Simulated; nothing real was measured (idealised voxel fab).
The following is a process module called voxel released beams.
We display cut, a cross-section 210 nm in width whose square cells are each 5 nm.
If you're reading a cross-section in this doc, picture square cells in a grid; it comes to you as bands, top ones listed first down to the bottom, and a band can be one or more rows of cells.
Band: top height; bottom height; in nm. Then, left to right: material with width in nm, for each material. "everywhere": a single material spanning edge to edge. "empty": empty space.
The reference from which all heights are counted is 0, the level beneath which the as-received wafer is entirely one material; the lowest band, having no lower bound, proceeds downward and is written after the example "top 0, no bottom".
Width "30 to 40": first value at the band's top row of cells, second value at its bottom row, equal change from row to row.
"no modification" after a step means that no cell of the cross-section changed.
Entry "Enclosed internal voids" = empty spaces >= 8 cells with no open way to the top; each as width x height at distance, distance from left edge, all nm.
Anything after a step's settings on that line? It's the simulator's own note about the step.
Regarding "overlay nm": on a step with a mask, it is the distance the mask lay to the right of its planned place; a negative value places it to the left.

-- Planned step list for the process
- 1: RECEIVE | material Si
- 2: CONFORMAL_DEP | material Al2O3 | thk nm 10
- 3: DIRECTIONAL_DEP | material SiO2 | thk nm 15
- 4: MASKED_ETCH | tone open | mask id ANCHOR | width nm 40 | etch materials SiO2 | depth nm 15 | overlay nm 0
- 5: CONFORMAL_DEP | material SiN | thk nm 15
- 6: MASKED_ETCH | tone cover | mask id BEAM | width nm 125 | etch materials SiN | depth nm 15 | overlay nm 0
- 7: STRIP | etch materials SiO2

-- The following pertains to the first of two wafers, which was processed as planned

-- Wafer at receipt (post step 1), cross-section
    top 0, no bottom = Si everywhere
    Enclosed internal voids: none

-- Wafer xsec, post step 2
    top 10, bottom 0 = Al2O3 everywhere
    For the remainder of the cross-section, below 0, there is no change.

-- Wafer xsec, post step 3
    top 25, bottom 10 = SiO2 everywhere
    For the remainder of the cross-section, below 10, there is no change.

-- Wafer xsec, post step 4
    top 25, bottom 10 = SiO2=45 | empty=40 | SiO2=125
    For the remainder of the cross-section, below 10, there is no change.

-- Wafer xsec, post step 5
    top 40, bottom 25 = SiN=60 | empty=10 | SiN=140
    top 25, bottom 10 = SiO2=45 | SiN=40 | SiO2=125
    For the remainder of the cross-section, below 10, there is no change.

-- Wafer xsec, post step 6
    top 40, bottom 25 = empty=40 | SiN=20 | empty=10 | SiN=95 | empty=45
    For the remainder of the cross-section, below 25, there is no change.

-- Wafer xsec, post step 7
    top 40, bottom 25 = empty=40 | SiN=20 | empty=10 | SiN=95 | empty=45
    top 25, bottom 10 = empty=45 | SiN=40 | empty=125
    For the remainder of the cross-section, below 10, there is no change.

-- Second wafer - shared start and plan with the first - one error in running - same as the first up to step 2 inclusive

X-section, second wafer, when step 3 was due to finish: no modification

X-section, second wafer, when step 4 was due to finish: no modification

-- X-section, second wafer, when step 5 was due to finish
    top 25, bottom 10 = SiN everywhere
    For the remainder of the cross-section, below 10, there is no change.

-- X-section, second wafer, when step 6 was due to finish
    top 25, bottom 10 = empty=40 | SiN=125 | empty=45
    For the remainder of the cross-section, below 10, there is no change.

X-section, second wafer, when step 7 was due to finish: no modification
Error vs. plan: with respect to the plan, step 3 was omitted and not executed
End check, counted in cells, second wafer has more or fewer of these materials than the first: SiN -18
